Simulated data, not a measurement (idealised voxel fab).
process module | voxel self aligned vias
cross-section cut | 260 nm wide | cells 5 nm
A cross-section is a grid of square cells, given in bands from the top down. A band is one or more rows of cells.
Each band's line starts with the height of the band's top and of its bottom, in nm. Then come its materials from left to right, each with its width in nm. One material with "throughout" fills the band from edge to edge. "air" is empty space.
Height 0 is the level under which the wafer as received is all one material. The lowest band goes on downwards, as in "0 down".
A width such as "30 to 40" changes by the same amount from each row of cells to the next, from the band's top row to its bottom row.
"no change" after a step means that no cell of the cross-section changed.
closed voids: empty space of 8 cells or more with no open way to the top, each as width x height at its distance from the left edge, in nm
after a step's settings: what the simulator itself notes on the step
overlay nm, on a step with a mask: how far to the right of its planned place the mask lay; to the left if negative
plan
1 op RECEIVE | material Si
2 op CONFORMAL_DEP | material SiO2 | thk nm 15
3 op CONFORMAL_DEP | material SiCN | thk nm 5
4 op DIRECTIONAL_DEP | material SiO2 | thk nm 20
5 op DIRECTIONAL_DEP | material aC | thk nm 10
6 op PATTERN | tone open | mask id LINES | material resist | width nm 20 | pitch nm 60 | thk nm 25 | overlay nm 0
7 op DIRECTIONAL_ETCH | etch materials aC | depth nm 10
8 op STRIP | etch materials resist
9 op DIRECTIONAL_ETCH | etch materials SiO2 | depth nm 20
10 op STRIP | etch materials aC
11 op CONFORMAL_DEP | material TiN | thk nm 5
12 op FILL_DEP | material Ru | thk nm 5
13 op CMP | height nm 40
14 op SELECTIVE_ETCH | etch materials W Ru TiN | depth nm 5
15 op FILL_DEP | material SiN | thk nm 10
16 op CMP | height nm 40
17 op DIRECTIONAL_DEP | material SiO2 | thk nm 15
18 op MASKED_ETCH | tone open | mask id VIAS | width nm 40 | pitch nm 120 | etch materials SiO2 | depth nm 15 | overlay nm 0
19 op MASKED_ETCH | tone open | mask id VIAS | width nm 40 | pitch nm 120 | etch materials SiN | depth nm 5 | overlay nm 0
20 op CONFORMAL_DEP | material TiN | thk nm 5
21 op FILL_DEP | material Ru | thk nm 10
22 op CMP | height nm 55
23 op CONFORMAL_DEP | material SiN | thk nm 5
varied across the wafers: width nm of step 6. The plan shows the first wafer's value. All wafers start alike
first wafer as received, after step 1
  0 down: Si throughout
  closed voids: none
first wafer at the end, after step 23
  60 to 55: SiN throughout
  55 to 45: SiO2 50 | TiN 5 | Ru 30 | TiN 5 | SiO2 80 | TiN 5 | Ru 30 | TiN 5 | SiO2 50
  45 to 40: SiO2 50 | TiN 15 | Ru 10 | TiN 15 | SiO2 80 | TiN 15 | Ru 10 | TiN 15 | SiO2 50
  40 to 35: SiO2 60 | TiN 20 | SiO2 40 | SiN 20 | SiO2 40 | TiN 20 | SiO2 60
  35 to 25: SiO2 60 | TiN 5 | Ru 10 | TiN 5 | SiO2 40 | TiN 5 | Ru 10 | TiN 5 | SiO2 40 | TiN 5 | Ru 10 | TiN 5 | SiO2 60
  25 to 20: SiO2 60 | TiN 20 | SiO2 40 | TiN 20 | SiO2 40 | TiN 20 | SiO2 60
  20 to 15: SiCN throughout
  15 to 0: SiO2 throughout
  0 down: Si throughout
  closed voids: none
last wafer at the end
  60 to 55: SiN throughout
  55 to 40: SiO2 50 | TiN 5 | Ru 30 | TiN 5 | SiO2 80 | TiN 5 | Ru 30 | TiN 5 | SiO2 50
  40 to 35: SiO2 50 | TiN 40 | SiN 5 | SiO2 15 | SiN 45 | SiO2 15 | TiN 40 | SiN 5 | SiO2 45
  35 to 25: SiO2 50 | TiN 5 | Ru 35 | TiN 5 | SiO2 15 | TiN 5 | Ru 35 | TiN 5 | SiO2 15 | TiN 5 | Ru 35 | TiN 5 | SiO2 45
  25 to 20: SiO2 50 | TiN 45 | SiO2 15 | TiN 45 | SiO2 15 | TiN 45 | SiO2 45
  20 to 15: SiCN throughout
  15 to 0: SiO2 throughout
  0 down: Si throughout
  closed voids: none
each wafer at the end: cells of each material gained (+) or lost (-) since it was received, then its closed voids
width nm 20 | +40 Ru | +52 SiCN | +56 SiN | +424 SiO2 | +52 TiN | closed voids: none
width nm 25 | +48 Ru | +52 SiCN | +57 SiN | +412 SiO2 | +55 TiN | closed voids: none
width nm 30 | +56 Ru | +52 SiCN | +58 SiN | +400 SiO2 | +58 TiN | closed voids: none
width nm 35 | +64 Ru | +52 SiCN | +59 SiN | +388 SiO2 | +61 TiN | closed voids: none
width nm 40 | +72 Ru | +52 SiCN | +60 SiN | +376 SiO2 | +64 TiN | closed voids: none
width nm 45 | +78 Ru | +52 SiCN | +63 SiN | +364 SiO2 | +67 TiN | closed voids: none
